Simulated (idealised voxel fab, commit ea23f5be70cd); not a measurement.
process module | voxel plated lines
cross-section cut | 275 nm wide | cells 5 nm
A cross-section is a grid of square cells, given in bands from the top down. A band is one or more rows of cells.
Each band's line starts with the height of the band's top and of its bottom, in nm. Then come its materials from left to right, each with its width in nm. One material with "throughout" fills the band from edge to edge. "air" is empty space.
Height 0 is the level under which the wafer as received is all one material. The lowest band goes on downwards, as in "0 down".
A width such as "30 to 40" changes by the same amount from each row of cells to the next, from the band's top row to its bottom row.
"no change" after a step means that no cell of the cross-section changed.
closed voids: empty space of 8 cells or more with no open way to the top, each as width x height at its distance from the left edge, in nm
after a step's settings: what the simulator itself notes on the step
overlay nm, on a step with a mask: how far to the right of its planned place the mask lay; to the left if negative
plan
1 op RECEIVE | material Si
2 op CONFORMAL_DEP | material Al2O3 | thk nm 5
3 op DIRECTIONAL_DEP | material TiN | thk nm 5
4 op PATTERN | tone open | mask id LINES | material resist | width nm 30 | pitch nm 45 | thk nm 25 | overlay nm 0
5 op EPI | material Ru | thk nm 10
6 op EPI | material Ru | thk nm 10
7 op STRIP | etch materials resist
8 op DIRECTIONAL_ETCH | etch materials TiN | depth nm 5
9 op CONFORMAL_DEP | material SiO2 | thk nm 5
first wafer, as planned
as received, after step 1
  0 down: Si throughout
  closed voids: none
after step 2
  5 to 0: Al2O3 throughout
  below 0: unchanged
after step 3
  10 to 5: TiN throughout
  below 5: unchanged
after step 4
  35 to 10: resist 100 | air 30 | resist 15 | air 30 | resist 100
  below 10: unchanged
after step 5
  35 to 20: resist 100 | air 30 | resist 15 | air 30 | resist 100
  20 to 10: resist 100 | Ru 30 | resist 15 | Ru 30 | resist 100
  below 10: unchanged
after step 6
  35 to 30: resist 100 | air 30 | resist 15 | air 30 | resist 100
  30 to 10: resist 100 | Ru 30 | resist 15 | Ru 30 | resist 100
  below 10: unchanged
after step 7
  30 to 10: air 100 | Ru 30 | air 15 | Ru 30 | air 100
  below 10: unchanged
after step 8
  30 to 10: air 100 | Ru 30 | air 15 | Ru 30 | air 100
  10 to 5: air 100 | TiN 30 | air 15 | TiN 30 | air 100
  below 5: unchanged
after step 9
  35 to 30: air 95 | SiO2 40 | air 5 | SiO2 40 | air 95
  30 to 10: air 95 | SiO2 5 | Ru 30 | SiO2 5 | air 5 | SiO2 5 | Ru 30 | SiO2 5 | air 95
  10 to 5: SiO2 100 | TiN 30 | SiO2 15 | TiN 30 | SiO2 100
  below 5: unchanged
second wafer: like start, like plan, one mistake. Through step 4 it matches the first wafer
when step 6 should have ended
  40 to 35: air 95 | Ru 40 | air 5 | Ru 40 | air 95
  35 to 10: resist 100 | Ru 30 | resist 15 | Ru 30 | resist 100
  below 10: unchanged
when step 7 should have ended
  40 to 35: air 95 | Ru 40 | air 5 | Ru 40 | air 95
  35 to 10: air 100 | Ru 30 | air 15 | Ru 30 | air 100
  below 10: unchanged
when step 8 should have ended
  40 to 35: air 95 | Ru 40 | air 5 | Ru 40 | air 95
  35 to 10: air 100 | Ru 30 | air 15 | Ru 30 | air 100
  10 to 5: air 95 | TiN 40 | air 5 | TiN 40 | air 95
  below 5: unchanged
when step 9 should have ended
  45 to 40: air 90 | SiO2 95 | air 90
  40 to 30: air 90 | SiO2 5 to 10 | Ru 40 to 30 | SiO2 5 to 15 | Ru 40 to 30 | SiO2 5 to 10 | air 90
  30 to 15: air 95 | SiO2 5 | Ru 30 | SiO2 5 | air 5 | SiO2 5 | Ru 30 | SiO2 5 | air 95
  15 to 10: air 90 | SiO2 10 | Ru 30 | SiO2 15 | Ru 30 | SiO2 10 | air 90
  10 to 5: SiO2 95 | TiN 40 | SiO2 5 | TiN 40 | SiO2 95
  below 5: unchanged
what went wrong: one of the steps 5 and 6, which are alike, was run twice
at the end the second wafer has, in cells: 28 more of Ru | 12 more of SiO2 | 4 more of TiN
